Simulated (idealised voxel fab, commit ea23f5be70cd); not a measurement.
The document below concerns the process module designated voxel released beams.
Xsec cut, 150 nm wide, square cell size 5 nm.
Cross-section layout: square cells on a grid; listed as bands, top to bottom; a band spans one or more cell rows.
Within each band entry, the heights of the top and of the bottom of the band appear first, in that order and in nm; the materials of the band then follow from left to right, each with its corresponding width in nm. The designation "throughout" on a single material indicates that it fills the band from edge to edge; the designation "air" indicates empty space.
Height is counted from the level 0, under which the received wafer is composed throughout of one material. The lowest of the bands is not closed at the bottom but continues downward, in the notation "0..down".
A width given as "30->40" starts at the first number in the band's top row and ends at the second number in its bottom row, shifting by an equal amount at every step from row to row.
Key: "nothing changed" - step with no changed cell in the cross-section.
Entry "Closed voids list". Content: empty spaces with no open connection to the top, size 8 cells or greater. Each: width x height at distance. Distance: from left edge. Unit: nm.
On each step's line, the part that comes after the settings is the simulator's own comment on the step.
"overlay nm" on a masked step: distance the mask lay right of its planned place, negative for left.

Steps planned for the process
1. RECEIVE (material Si)
2. CONFORMAL_DEP (material Al2O3; thk nm 5)
3. DIRECTIONAL_DEP (material SiO2; thk nm 20)
4. DIRECTIONAL_DEP (material aC; thk nm 10)
5. PATTERN (tone open; mask id ANCHOR; material resist; width nm 40; thk nm 30; overlay nm 0)
6. DIRECTIONAL_ETCH (etch materials aC; depth nm 10)
7. STRIP (etch materials resist)
8. DIRECTIONAL_ETCH (etch materials SiO2; depth nm 20)
9. STRIP (etch materials aC)
10. CONFORMAL_DEP (material polySi; thk nm 15)
11. PATTERN (tone cover; mask id BEAM; material resist; width nm 115; thk nm 15; overlay nm 0)
12. DIRECTIONAL_ETCH (etch materials polySi; depth nm 15)
13. STRIP (etch materials resist)
14. STRIP (etch materials SiO2)

Cross-sectional view of the wafer in its as-received condition, corresponding to the state after step 1
    0..down = Si throughout
    Closed voids list: none

Final wafer profile in cross-section after the module, from the same start and plan as above, with one mistake made during processing
    40..25 = air (15)  polySi (25)  air (5)  polySi (85)  air (20)
    25..20 = air (25)  polySi (15)  air (5)  polySi (15)  air (90)
    20..5 = air (25)  polySi (35)  air (90)
    5..0 = Al2O3 throughout
    0..down = Si throughout
    Closed voids list: none
Short version of what went wrong: step 5 off recipe, ran as PATTERN (tone open; mask id ANCHOR; material resist; width nm 35; thk nm 30; overlay nm 0)
